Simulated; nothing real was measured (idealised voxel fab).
Name of the process module below: voxel transistor to metal
Cross-section cut: width 265 nm, square cells of 5 nm.
Cross-sections here: square-cell grids, written as top-down lists of bands, a band being one or more rows of cells. It is stipulated that each band's entry specify, in nanometres, the height of the top of the band and then that of its bottom, followed by the materials of the band in left-to-right sequence, each together with its width in nanometres. A single material marked by the word "throughout" is understood to fill the band from edge to edge; the word "empty" is understood to denote empty space. Beneath 0, the wafer as received is one material, and that level is where height counting begins. The lowest band goes on downward without a bottom; it is written like "z 0 and below". A width such as "30 to 40" changes by the same amount from each row of cells to the next, from the band's top row to its bottom row. The designation "no change occurred", where it is given for a processing step, indicates that no cell of the cross-section was altered in the course of that step. Empty spaces without an open route to the top, at least 8 cells in extent, make up the entry "Enclosed void catalog"; each is given as width x height at distance, where the distance is measured from the left edge, and all are in nm. That trailing text on a step's line, after the settings, is the simulator's own remark on the step. "overlay nm" denotes, for a step that has a mask, the displacement of the mask to the right of its planned place, with negative values corresponding to the left.
The following list gives the planned process steps:
step 1: RECEIVE [material Si]
step 2: CONFORMAL_DEP [material SiO2] [thk nm 5]
step 3: CONFORMAL_DEP [material SiN] [thk nm 15]
step 4: MASKED_ETCH [tone cover] [mask id ACTIVE] [width nm 100] [pitch nm 125] [etch materials SiN] [depth nm 15] [overlay nm 0]
step 5: MASKED_ETCH [tone cover] [mask id ACTIVE] [width nm 100] [pitch nm 125] [etch materials SiO2] [depth nm 5] [overlay nm 0]
step 6: MASKED_ETCH [tone cover] [mask id ACTIVE] [width nm 100] [pitch nm 125] [etch materials Si] [depth nm 35] [overlay nm 0]
step 7: OXIDIZE [depth nm 5]
step 8: FILL_DEP [material SiO2] [thk nm 5]
step 9: CMP [height nm 20]
step 10: SELECTIVE_ETCH [etch materials SiO2] [depth nm 15]
step 11: STRIP [etch materials SiN]
step 12: SELECTIVE_ETCH [etch materials SiO2] [depth nm 5]
step 13: OXIDIZE [depth nm 5]
step 14: DIRECTIONAL_DEP [material polySi] [thk nm 20]
step 15: DIRECTIONAL_DEP [material SiCN] [thk nm 15]
step 16: MASKED_ETCH [tone cover] [mask id GATE] [width nm 20] [pitch nm 125] [etch materials SiCN] [depth nm 25] [overlay nm 0]
step 17: MASKED_ETCH [tone cover] [mask id GATE] [width nm 20] [pitch nm 125] [etch materials polySi] [depth nm 30] [overlay nm 0]
step 18: CONFORMAL_DEP [material SiN] [thk nm 10]
step 19: DIRECTIONAL_ETCH [etch materials SiN] [depth nm 10]
step 20: DIRECTIONAL_ETCH [etch materials SiO2] [depth nm 5]
step 21: EPI [material pSi] [thk nm 5]
step 22: FILL_DEP [material SiO2] [thk nm 5]
step 23: CMP [height nm 35]
step 24: DIRECTIONAL_DEP [material SiO2] [thk nm 15]
step 25: DIRECTIONAL_DEP [material aC] [thk nm 10]
step 26: PATTERN [tone open] [mask id CONTACT] [material resist] [width nm 30] [thk nm 25] [overlay nm 0]
step 27: DIRECTIONAL_ETCH [etch materials aC] [depth nm 10]
step 28: STRIP [etch materials resist]
step 29: DIRECTIONAL_ETCH [etch materials SiO2] [depth nm 50]
step 30: STRIP [etch materials aC]
step 31: CONFORMAL_DEP [material TiN] [thk nm 5]
step 32: FILL_DEP [material Ru] [thk nm 10]
step 33: CMP [height nm 50]
step 34: DIRECTIONAL_DEP [material TiN] [thk nm 5]
step 35: DIRECTIONAL_DEP [material Ru] [thk nm 20]
step 36: PATTERN [tone cover] [mask id METAL_1] [material resist] [width nm 15] [thk nm 15] [overlay nm 0]
step 37: DIRECTIONAL_ETCH [etch materials Ru] [depth nm 20]
step 38: DIRECTIONAL_ETCH [etch materials TiN] [depth nm 5]
step 39: STRIP [etch materials resist]
step 40: FILL_DEP [material SiO2] [thk nm 5]
step 41: CMP [height nm 75]
step 42: CONFORMAL_DEP [material SiCN] [thk nm 5]
step 43: DIRECTIONAL_DEP [material SiO2] [thk nm 35]
step 44: DIRECTIONAL_DEP [material aC] [thk nm 15]
step 45: PATTERN [tone open] [mask id METAL_2] [material resist] [width nm 15] [pitch nm 125] [thk nm 30] [overlay nm 0]
step 46: DIRECTIONAL_ETCH [etch materials aC] [depth nm 15]
step 47: STRIP [etch materials resist]
step 48: DIRECTIONAL_ETCH [etch materials SiO2] [depth nm 20]
step 49: STRIP [etch materials aC]
step 50: DIRECTIONAL_DEP [material aC] [thk nm 10]
step 51: PATTERN [tone open] [mask id METAL_2_HOLES] [material resist] [width nm 15] [pitch nm 125] [thk nm 25] [overlay nm 0]
step 52: DIRECTIONAL_ETCH [etch materials aC] [depth nm 10]
step 53: STRIP [etch materials resist]
step 54: DIRECTIONAL_ETCH [etch materials SiO2] [depth nm 15]
step 55: DIRECTIONAL_ETCH [etch materials SiCN] [depth nm 5]
step 56: STRIP [etch materials aC]
step 57: CONFORMAL_DEP [material TiN] [thk nm 5]
step 58: FILL_DEP [material Cu] [thk nm 10]
step 59: CMP [height nm 115]
step 60: CONFORMAL_DEP [material SiCN] [thk nm 5]
As-received wafer cross-section (after step 1):
	z 0 and below = Si throughout
	Enclosed void catalog: none
Cross-sectional view of the first of the two wafers upon completion of the module, processed in accordance with the plan:
	z 120 to 115 = SiCN throughout
	z 115 to 80 = SiO2=25, then TiN=5, then Cu=5, then TiN=5, then SiO2=110, then TiN=5, then Cu=5, then TiN=5, then SiO2=100
	z 80 to 75 = SiCN=25, then TiN=15, then SiCN=110, then TiN=15, then SiCN=100
	z 75 to 55 = SiO2=25, then Ru=15, then SiO2=60, then Ru=15, then SiO2=35, then Ru=15, then SiO2=60, then Ru=15, then SiO2=25
	z 55 to 50 = SiO2=25, then TiN=15, then SiO2=60, then TiN=15, then SiO2=35, then TiN=15, then SiO2=60, then TiN=15, then SiO2=25
	z 50 to 40 = SiO2=25, then TiN=5, then Ru=20, then TiN=5, then SiO2=30, then TiN=5, then Ru=20, then TiN=5, then SiO2=35, then TiN=5, then Ru=20, then TiN=5, then SiO2=30, then TiN=5, then Ru=20, then TiN=5, then SiO2=25
	z 40 to 35 = SiO2=25, then TiN=5, then Ru=15, then TiN=10, then SiO2=30, then TiN=10, then Ru=15, then TiN=5, then SiO2=35, then TiN=5, then Ru=15, then TiN=10, then SiO2=30, then TiN=10, then Ru=15, then TiN=5, then SiO2=25
	z 35 to 20 = SiO2=25, then TiN=5, then Ru=15, then TiN=5, then SiN=10, then SiCN=20, then SiN=10, then TiN=5, then Ru=15, then TiN=5, then SiO2=35, then TiN=5, then Ru=15, then TiN=5, then SiN=10, then SiCN=20, then SiN=10, then TiN=5, then Ru=15, then TiN=5, then SiO2=25
	z 20 to 5 = SiO2=25, then TiN=5, then Ru=15, then TiN=5, then SiN=10, then polySi=20, then SiN=10, then TiN=5, then Ru=15, then TiN=5, then SiO2=35, then TiN=5, then Ru=15, then TiN=5, then SiN=10, then polySi=20, then SiN=10, then TiN=5, then Ru=15, then TiN=5, then SiO2=25
	z 5 to 0 = SiO2=25, then TiN=25, then SiN=10, then polySi=20, then SiN=10, then TiN=25, then SiO2=35, then TiN=25, then SiN=10, then polySi=20, then SiN=10, then TiN=25, then SiO2=25
	z 0 to -5 = SiO2=20, then pSi=30, then SiO2=40, then pSi=30, then SiO2=25, then pSi=30, then SiO2=40, then pSi=30, then SiO2=20
	z -5 to -40 = SiO2=25, then Si=90, then SiO2=35, then Si=90, then SiO2=25
	z -40 and below = Si throughout
	Enclosed void catalog: none
Cross-sectional image of the second wafer of the two following completion of the module. Starting state and process plan were the same as for the first wafer; one execution error occurred:
	z 120 to 115 = SiCN throughout
	z 115 to 80 = SiO2=25, then TiN=5, then Cu=5, then TiN=5, then SiO2=110, then TiN=5, then Cu=5, then TiN=5, then SiO2=100
	z 80 to 75 = SiCN=25, then TiN=15, then SiCN=110, then TiN=15, then SiCN=100
	z 75 to 70 = SiO2=25, then Ru=15, then SiO2=60, then Ru=15, then SiO2=35, then Ru=15, then SiO2=60, then Ru=15, then SiO2=25
	z 70 to 65 = SiO2=25, then TiN=15, then SiO2=60, then TiN=15, then SiO2=35, then TiN=15, then SiO2=60, then TiN=15, then SiO2=25
	z 65 to 55 = Ru throughout
	z 55 to 50 = TiN=30, then Ru=20, then TiN=40, then Ru=20, then TiN=45, then Ru=20, then TiN=40, then Ru=20, then TiN=30
	z 50 to 40 = SiO2=25, then TiN=5, then Ru=20, then TiN=5, then SiO2=30, then TiN=5, then Ru=20, then TiN=5, then SiO2=35, then TiN=5, then Ru=20, then TiN=5, then SiO2=30, then TiN=5, then Ru=20, then TiN=5, then SiO2=25
	z 40 to 35 = SiO2=25, then TiN=5, then Ru=15, then TiN=10, then SiO2=30, then TiN=10, then Ru=15, then TiN=5, then SiO2=35, then TiN=5, then Ru=15, then TiN=10, then SiO2=30, then TiN=10, then Ru=15, then TiN=5, then SiO2=25
	z 35 to 20 = SiO2=25, then TiN=5, then Ru=15, then TiN=5, then SiN=10, then SiCN=20, then SiN=10, then TiN=5, then Ru=15, then TiN=5, then SiO2=35, then TiN=5, then Ru=15, then TiN=5, then SiN=10, then SiCN=20, then SiN=10, then TiN=5, then Ru=15, then TiN=5, then SiO2=25
	z 20 to 5 = SiO2=25, then TiN=5, then Ru=15, then TiN=5, then SiN=10, then polySi=20, then SiN=10, then TiN=5, then Ru=15, then TiN=5, then SiO2=35, then TiN=5, then Ru=15, then TiN=5, then SiN=10, then polySi=20, then SiN=10, then TiN=5, then Ru=15, then TiN=5, then SiO2=25
	z 5 to 0 = SiO2=25, then TiN=25, then SiN=10, then polySi=20, then SiN=10, then TiN=25, then SiO2=35, then TiN=25, then SiN=10, then polySi=20, then SiN=10, then TiN=25, then SiO2=25
	z 0 to -5 = SiO2=20, then pSi=30, then SiO2=40, then pSi=30, then SiO2=25, then pSi=30, then SiO2=40, then pSi=30, then SiO2=20
	z -5 to -40 = SiO2=25, then Si=90, then SiO2=35, then Si=90, then SiO2=25
	z -40 and below = Si throughout
	Enclosed void catalog: none
Here's what went sideways: yeah, step 33 of the plan got skipped, never ran
End of process, cell counts, second wafer against first, materials with more or fewer: Ru +86, SiO2 -123, TiN +37
